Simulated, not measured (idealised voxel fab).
process module | voxel spacer lines
cross-section cut | 175 nm wide | cells 5 nm
A cross-section is a grid of square cells, given in bands from the top down. A band is one or more rows of cells.
Each band's line starts with the height of the band's top and of its bottom, in nm. Then come its materials from left to right, each with its width in nm. One material with "throughout" fills the band from edge to edge. "air" is empty space.
Height 0 is the level under which the wafer as received is all one material. The lowest band goes on downwards, as in "0 down".
A width such as "30 to 40" changes by the same amount from each row of cells to the next, from the band's top row to its bottom row.
"no change" after a step means that no cell of the cross-section changed.
closed voids: empty space of 8 cells or more with no open way to the top, each as width x height at its distance from the left edge, in nm
after a step's settings: what the simulator itself notes on the step
overlay nm, on a step with a mask: how far to the right of its planned place the mask lay; to the left if negative
plan
1 op RECEIVE | material Si
2 op CONFORMAL_DEP | material Al2O3 | thk nm 10
3 op DIRECTIONAL_DEP | material W | thk nm 15
4 op DIRECTIONAL_DEP | material polySi | thk nm 30
5 op PATTERN | tone cover | mask id MANDREL | material resist | width nm 15 | pitch nm 50 | thk nm 35 | overlay nm 0
6 op DIRECTIONAL_ETCH | etch materials polySi | depth nm 30
7 op STRIP | etch materials resist
8 op CONFORMAL_DEP | material SiO2 | thk nm 10
9 op DIRECTIONAL_ETCH | etch materials SiO2 | depth nm 10
10 op STRIP | etch materials polySi
11 op DIRECTIONAL_ETCH | etch materials W | depth nm 15
12 op STRIP | etch materials SiO2
13 op FILL_DEP | material lowk | thk nm 10
14 op CMP | height nm 25
as received, after step 1
  0 down: Si throughout
  closed voids: none
first wafer at the end, as planned
  25 to 10: lowk 20 | W 10 | lowk 15 | W 10 | lowk 15 | W 10 | lowk 15 | W 10 | lowk 15 | W 10 | lowk 15 | W 10 | lowk 20
  10 to 0: Al2O3 throughout
  0 down: Si throughout
  closed voids: none
second wafer at the end: like start, like plan, one mistake
  25 to 15: lowk 20 | W 10 | lowk 15 | W 10 | lowk 15 | W 10 | lowk 15 | W 10 | lowk 15 | W 10 | lowk 15 | W 10 | lowk 20
  15 to 0: Al2O3 throughout
  0 down: Si throughout
  closed voids: none
what went wrong: step 2 ran as: op CONFORMAL_DEP | material Al2O3 | thk nm 15
at the end the second wafer has, in cells: 35 more of Al2O3 | 12 fewer of W | 23 fewer of lowk
